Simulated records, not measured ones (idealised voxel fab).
The process module presented herein is designated voxel transistor to metal.
Cross-section cut: width 175 nm, square cells of 5 nm.
Throughout this document, each cross-section is represented as a grid of square cells and is presented as a sequence of bands enumerated from the top downward, where a band comprises one or more rows of cells. Read a band's entry like this: the first values are the height of its top and the height of its bottom in nm, and what follows is the sequence of materials from left to right, each with its width in nm. Note that "air" is empty space, and that a single material marked "throughout" reaches across the band from edge to edge. The level at which height equals 0 is the one under which the wafer, as it arrives, is entirely one material. No lower edge exists for the bottom band, which continues downward and is notated as in "0 -> down". A width such as "30..40" changes by the same amount from each row of cells to the next, from the band's top row to its bottom row. You'll sometimes find "nothing altered" written for a step, and that's the way of saying that nowhere in the cross-section did a cell change during that step. Any empty space of 8 cells or more lacking an open way to the top shows up in "Fully closed voids" as width x height at distance, distance from the left edge, in nm. Past the settings on a step's line: simulator remark, on that step. What "overlay nm" on a step's line means: if the step has a mask, that mask lay this far to the right of its planned place, or, when the value is negative, to the left.
# The following list gives the planned process steps
1. RECEIVE | material Si
2. CONFORMAL_DEP | material SiO2 | thk nm 5
3. CONFORMAL_DEP | material SiN | thk nm 15
4. PATTERN | tone cover | mask id ACTIVE | material resist | width nm 105 | thk nm 20 | overlay nm 0
5. DIRECTIONAL_ETCH | etch materials SiN | depth nm 15
6. DIRECTIONAL_ETCH | etch materials SiO2 | depth nm 5
7. DIRECTIONAL_ETCH | etch materials Si | depth nm 25
8. STRIP | etch materials resist
9. FILL_DEP | material SiO2 | thk nm 15
10. CMP | height nm 20
11. SELECTIVE_ETCH | etch materials SiO2 | depth nm 5
12. STRIP | etch materials SiN
13. SELECTIVE_ETCH | etch materials SiO2 | depth nm 5
14. OXIDIZE | depth nm 5
15. DIRECTIONAL_DEP | material polySi | thk nm 20
16. DIRECTIONAL_DEP | material SiCN | thk nm 10
17. DIRECTIONAL_DEP | material aC | thk nm 15
18. PATTERN | tone cover | mask id GATE | material resist | width nm 25 | thk nm 30 | overlay nm 0
19. DIRECTIONAL_ETCH | etch materials aC | depth nm 15
20. STRIP | etch materials resist
21. DIRECTIONAL_ETCH | etch materials SiCN | depth nm 20
22. DIRECTIONAL_ETCH | etch materials polySi | depth nm 30
23. STRIP | etch materials aC
24. CONFORMAL_DEP | material SiN | thk nm 5
25. DIRECTIONAL_ETCH | etch materials SiN | depth nm 5
26. DIRECTIONAL_ETCH | etch materials SiO2 | depth nm 5
27. EPI | material SiGe | thk nm 5
28. FILL_DEP | material SiO2 | thk nm 5
29. CMP | height nm 20
30. STRIP | etch materials polySi
31. SELECTIVE_ETCH | etch materials SiO2 | depth nm 5
32. CONFORMAL_DEP | material HfO2 | thk nm 5
33. CONFORMAL_DEP | material TiN | thk nm 5
34. FILL_DEP | material W | thk nm 5
35. CMP | height nm 15
36. DIRECTIONAL_DEP | material SiO2 | thk nm 10
37. DIRECTIONAL_DEP | material aC | thk nm 15
38. PATTERN | tone open | mask id CONTACT | material resist | width nm 20 | pitch nm 75 | thk nm 30 | overlay nm 0
39. DIRECTIONAL_ETCH | etch materials aC | depth nm 15
40. STRIP | etch materials resist
41. DIRECTIONAL_ETCH | etch materials SiO2 | depth nm 25
42. STRIP | etch materials aC
43. CONFORMAL_DEP | material TiN | thk nm 5
44. FILL_DEP | material W | thk nm 5
45. CMP | height nm 25
46. CONFORMAL_DEP | material SiCN | thk nm 5
47. DIRECTIONAL_DEP | material lowk | thk nm 15
48. PATTERN | tone open | mask id METAL_1 | material resist | width nm 20 | pitch nm 75 | thk nm 15 | overlay nm 0
49. DIRECTIONAL_ETCH | etch materials lowk | depth nm 15
50. DIRECTIONAL_ETCH | etch materials SiCN | depth nm 5
51. STRIP | etch materials resist
52. CONFORMAL_DEP | material TiN | thk nm 5
53. FILL_DEP | material Ru | thk nm 10
54. CMP | height nm 45
55. CONFORMAL_DEP | material SiCN | thk nm 5
56. DIRECTIONAL_DEP | material lowk | thk nm 25
57. DIRECTIONAL_DEP | material aC | thk nm 10
58. PATTERN | tone open | mask id METAL_2 | material resist | width nm 20 | pitch nm 75 | thk nm 25 | overlay nm 0
59. DIRECTIONAL_ETCH | etch materials aC | depth nm 10
60. STRIP | etch materials resist
61. DIRECTIONAL_ETCH | etch materials lowk | depth nm 15
62. STRIP | etch materials aC
63. PATTERN | tone open | mask id METAL_2_HOLES | material resist | width nm 15 | pitch nm 75 | thk nm 20 | overlay nm 0
64. DIRECTIONAL_ETCH | etch materials lowk | depth nm 10
65. DIRECTIONAL_ETCH | etch materials SiCN | depth nm 5
66. STRIP | etch materials resist
67. CONFORMAL_DEP | material TiN | thk nm 5
68. FILL_DEP | material Ru | thk nm 5
69. CMP | height nm 75
70. CONFORMAL_DEP | material SiCN | thk nm 5
# Wafer at receipt (post step 1), cross-section
  0 -> down: Si throughout
  Fully closed voids: none
# Cross-sectional view of the first of the two wafers upon completion of the module, processed in accordance with the plan
  80 -> 75: SiCN throughout
  75 -> 65: lowk 40; TiN 5; Ru 10; TiN 5; lowk 55; TiN 5; Ru 10; TiN 5; lowk 40
  65 -> 60: lowk 40; TiN 5; Ru 5; TiN 10; lowk 55; TiN 5; Ru 5; TiN 10; lowk 40
  60 -> 50: lowk 40; TiN 5; Ru 5; TiN 5; lowk 60; TiN 5; Ru 5; TiN 5; lowk 45
  50 -> 45: SiCN 40; TiN 15; SiCN 60; TiN 15; SiCN 45
  45 -> 30: lowk 40; TiN 5; Ru 10; TiN 5; lowk 55; TiN 5; Ru 10; TiN 5; lowk 40
  30 -> 25: SiCN 40; TiN 20; SiCN 55; TiN 20; SiCN 40
  25 -> 15: SiO2 40; TiN 5; W 10; TiN 5; SiO2 55; TiN 5; W 10; TiN 5; SiO2 40
  15 -> 10: SiO2 40; TiN 5; W 10; TiN 5; SiO2 10; SiN 5; HfO2 5; TiN 5; W 5; TiN 5; HfO2 5; SiN 5; SiO2 10; TiN 5; W 10; TiN 5; SiO2 40
  10 -> 5: SiO2 30; SiN 5; SiO2 5; TiN 5; W 10; TiN 5; SiO2 10; SiN 5; HfO2 5; TiN 5; W 5; TiN 5; HfO2 5; SiN 5; SiO2 10; TiN 5; W 10; TiN 5; SiO2 5; SiN 5; SiO2 30
  5 -> 0: SiO2 30; SiN 5; SiO2 5; TiN 20; SiO2 10; SiN 5; HfO2 5; TiN 15; HfO2 5; SiN 5; SiO2 10; TiN 20; SiO2 5; SiN 5; SiO2 30
  0 -> -5: SiO2 35; SiGe 35; HfO2 35; SiGe 35; SiO2 35
  -5 -> -25: SiO2 35; Si 105; SiO2 35
  -25 -> down: Si throughout
  Fully closed voids: none
# Wafer two, end of module, cross-section. Same start, same plan as wafer one. One mistake in the run
  80 -> 75: SiCN throughout
  75 -> 65: lowk 40; TiN 5..10; Ru 15..10; TiN 5; lowk 50; TiN 5..10; Ru 15..10; TiN 5; lowk 35
  65 -> 60: lowk 45; TiN 20; lowk 55; TiN 20; lowk 35
  60 -> 50: lowk 45; TiN 10; lowk 65; TiN 10; lowk 45
  50 -> 45: SiCN 45; TiN 10; SiCN 65; TiN 10; SiCN 45
  45 -> 30: lowk 40; TiN 5; Ru 10; TiN 5; lowk 55; TiN 5; Ru 10; TiN 5; lowk 40
  30 -> 25: SiCN 40; TiN 20; SiCN 55; TiN 20; SiCN 40
  25 -> 15: SiO2 40; TiN 5; W 10; TiN 5; SiO2 55; TiN 5; W 10; TiN 5; SiO2 40
  15 -> 10: SiO2 40; TiN 5; W 10; TiN 5; SiO2 10; SiN 5; HfO2 5; TiN 5; W 5; TiN 5; HfO2 5; SiN 5; SiO2 10; TiN 5; W 10; TiN 5; SiO2 40
  10 -> 5: SiO2 30; SiN 5; SiO2 5; TiN 5; W 10; TiN 5; SiO2 10; SiN 5; HfO2 5; TiN 5; W 5; TiN 5; HfO2 5; SiN 5; SiO2 10; TiN 5; W 10; TiN 5; SiO2 5; SiN 5; SiO2 30
  5 -> 0: SiO2 30; SiN 5; SiO2 5; TiN 20; SiO2 10; SiN 5; HfO2 5; TiN 15; HfO2 5; SiN 5; SiO2 10; TiN 20; SiO2 5; SiN 5; SiO2 30
  0 -> -5: SiO2 35; SiGe 35; HfO2 35; SiGe 35; SiO2 35
  -5 -> -25: SiO2 35; Si 105; SiO2 35
  -25 -> down: Si throughout
  Fully closed voids: none
So what did we get wrong on this run? step 58 was not run as planned; what actually ran was PATTERN | tone open | mask id METAL_2 | material resist | width nm 20 | pitch nm 75 | thk nm 25 | overlay nm 5
Once processing is complete, comparing cell counts shows that the second wafer has more or fewer of certain materials than the first: -4 Ru, +2 SiCN, +2 TiN
